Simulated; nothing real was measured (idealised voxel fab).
Process module name: voxel spacer lines
Section shown: cut. Width: 295 nm. Cell size: 5 nm, square.
Bands, listed from the top down, are how a cross-section gets written in this document; the cross-section itself is a grid of square cells, and a band is one or more rows of them. It is stipulated that each band's entry specify, in nanometres, the height of the top of the band and then that of its bottom, followed by the materials of the band in left-to-right sequence, each together with its width in nanometres. A single material marked by the word "throughout" is understood to fill the band from edge to edge; the word "blank" is understood to denote empty space. A quick word on heights: they are counted from 0, and under that level the wafer as it came to us is one material throughout. The lowest band is different from the rest in having no bottom; it simply continues downward, written as in "top 0, no bottom". A two-number width, for instance "30 to 40", indicates that the width is equal to the first number in the top row of the band and to the second number in the bottom row, and that it changes by a constant amount per row of cells. The cross-section has no changed cell in any step marked "all unchanged". What "Voids, fully enclosed" gives you is every empty space of 8 cells or more that is cut off from the top. Each appears as width x height at distance, with the distance taken from the left edge and width, height and distance all in nm. On a step's line, text after the settings is the simulator commenting on that step. For masked steps, "overlay nm" on the step line gives how far right of plan the mask actually lay; a minus sign means it lay to the left.

# Here's what the planned process steps look like
1. RECEIVE (material Si)
2. CONFORMAL_DEP (material SiO2; thk nm 5)
3. DIRECTIONAL_DEP (material W; thk nm 15)
4. DIRECTIONAL_DEP (material polySi; thk nm 20)
5. PATTERN (tone cover; mask id MANDREL; material resist; width nm 15; pitch nm 60; thk nm 25; overlay nm 0)
6. DIRECTIONAL_ETCH (etch materials polySi; depth nm 20)
7. STRIP (etch materials resist)
8. CONFORMAL_DEP (material SiN; thk nm 15)
9. DIRECTIONAL_ETCH (etch materials SiN; depth nm 15)
10. STRIP (etch materials polySi)
11. DIRECTIONAL_ETCH (etch materials W; depth nm 15)
12. STRIP (etch materials SiN)

# Cross-section of the wafer at receipt, which is the condition after step 1
- top 0, no bottom: Si throughout
- Voids, fully enclosed: none

# Final cross-section, module run with one mistake (start and plan as above)
- top 20, bottom 5: blank 80 nm / W 15 nm / blank 45 nm / W 15 nm / blank 45 nm / W 15 nm / blank 80 nm
- top 5, bottom 0: SiO2 throughout
- top 0, no bottom: Si throughout
- Voids, fully enclosed: none
What was the processing mistake? step 5 went in with a setting other than planned; the actual run was PATTERN (tone open; mask id MANDREL; material resist; width nm 15; pitch nm 60; thk nm 25; overlay nm 0)
